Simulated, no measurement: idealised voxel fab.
process module | voxel double patterning
cross-section cut | 230 nm wide | cells 5 nm
A cross-section is a grid of square cells, given in bands from the top down. A band is one or more rows of cells.
Each band's line starts with the height of the band's top and of its bottom, in nm. Then come its materials from left to right, each with its width in nm. One material with "throughout" fills the band from edge to edge. "air" is empty space.
Height 0 is the level under which the wafer as received is all one material. The lowest band goes on downwards, as in "0 down".
A width such as "30 to 40" changes by the same amount from each row of cells to the next, from the band's top row to its bottom row.
"no change" after a step means that no cell of the cross-section changed.
closed voids: empty space of 8 cells or more with no open way to the top, each as width x height at its distance from the left edge, in nm
after a step's settings: what the simulator itself notes on the step
overlay nm, on a step with a mask: how far to the right of its planned place the mask lay; to the left if negative
plan
1 op RECEIVE | material Si
2 op CONFORMAL_DEP | material SiO2 | thk nm 5
3 op DIRECTIONAL_DEP | material TiN | thk nm 10
4 op DIRECTIONAL_DEP | material SiCN | thk nm 5
5 op DIRECTIONAL_DEP | material aC | thk nm 15
6 op PATTERN | tone open | mask id FIRST | material resist | width nm 15 | pitch nm 50 | thk nm 30 | overlay nm 0
7 op DIRECTIONAL_ETCH | etch materials aC | depth nm 15
8 op STRIP | etch materials resist
9 op DIRECTIONAL_ETCH | etch materials SiCN | depth nm 5
10 op STRIP | etch materials aC
11 op MASKED_ETCH | tone open | mask id SECOND | width nm 15 | etch materials SiCN | depth nm 5 | overlay nm 0
12 op DIRECTIONAL_ETCH | etch materials TiN | depth nm 10
13 op STRIP | etch materials SiCN
as received, after step 1
  0 down: Si throughout
  closed voids: none
a wafer at the end: this start, this plan, one mistake
  15 to 5: TiN 80 | air 15 | TiN 20 | air 30 | TiN 85
  5 to 0: SiO2 throughout
  0 down: Si throughout
  closed voids: none
what went wrong: step 11 ran as: op MASKED_ETCH | tone open | mask id SECOND | width nm 15 | etch materials SiCN | depth nm 5 | overlay nm 10
